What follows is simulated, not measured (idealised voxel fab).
voxel ribs on slabs: a process module
cross-section cut | 255 nm wide | cells 5 nm
In this document a cross-section is written as a grid of square cells. It is given as a series of bands, listed from the top down, and a band is one or more rows of cells. Heads up on the band format: heights come first, top then bottom, in nm. After that it's the materials left to right, each with its width in nm. A single material flagged "throughout" fills the whole band edge to edge, and "air" means there's empty space there. It should be noted that heights are counted from 0, beneath which the wafer as supplied is of one material throughout, and that the lowest band possesses no lower boundary but continues downward, as written in "0 nm and below". The notation "30..40" denotes a width that varies across the rows of cells in the band, beginning at the first number in the top row, finishing at the second number in the bottom row, and changing by an identical amount from each row to the next. Where the words "remained unchanged" appear for a step, the cross-section shows no cell changed by that step; every cell remained as before. "Entrapped void list" - sealed voids, min. 8 cells, no opening to top; format: width x height at distance (distance from left edge; nm throughout). That trailing text on a step's line, after the settings, is the simulator's own remark on the step. When a step includes a mask, the "overlay nm" setting on its line states how far to the right of its planned place that mask lay, and negative values state how far to the left.

### List of planned process steps
- 1: RECEIVE (material Si)
- 2: DIRECTIONAL_DEP (material SiO2; thk nm 20)
- 3: DIRECTIONAL_DEP (material polySi; thk nm 15)
- 4: MASKED_ETCH (tone cover; mask id RIB; width nm 20; etch materials polySi; depth nm 5; overlay nm 0)
- 5: DIRECTIONAL_DEP (material aC; thk nm 15)
- 6: PATTERN (tone cover; mask id SLAB; material resist; width nm 70; thk nm 30; overlay nm 0)
- 7: DIRECTIONAL_ETCH (etch materials aC; depth nm 15)
- 8: STRIP (etch materials resist)
- 9: DIRECTIONAL_ETCH (etch materials polySi; depth nm 10)
- 10: STRIP (etch materials aC)
- 11: FILL_DEP (material SiO2; thk nm 20)
- 12: CMP (height nm 45)
- 13: DIRECTIONAL_DEP (material W; thk nm 5)
- 14: MASKED_ETCH (tone cover; mask id HEATER; width nm 30; etch materials W; depth nm 5; overlay nm 0)
- 15: CONFORMAL_DEP (material SiN; thk nm 5)

### Wafer cross-section on receipt, i.e. after step 1
* 0 nm and below | Si throughout
* Entrapped void list: none

### Wafer at module end, in section. Began as above, planned as above, run with one mistake
* 55 nm to 50 nm | 105 of air; 40 of SiN; 110 of air
* 50 nm to 45 nm | 110 of SiN; 30 of W; 115 of SiN
* 45 nm to 35 nm | W throughout
* 35 nm to 30 nm | 115 of W; 20 of polySi; 120 of W
* 30 nm to 20 nm | polySi throughout
* 20 nm to 0 nm | SiO2 throughout
* 0 nm and below | Si throughout
* Entrapped void list: none
What broke from the plan during processing? so step 5 ended up running with a different setting than we planned, it ran as DIRECTIONAL_DEP (material W; thk nm 15)
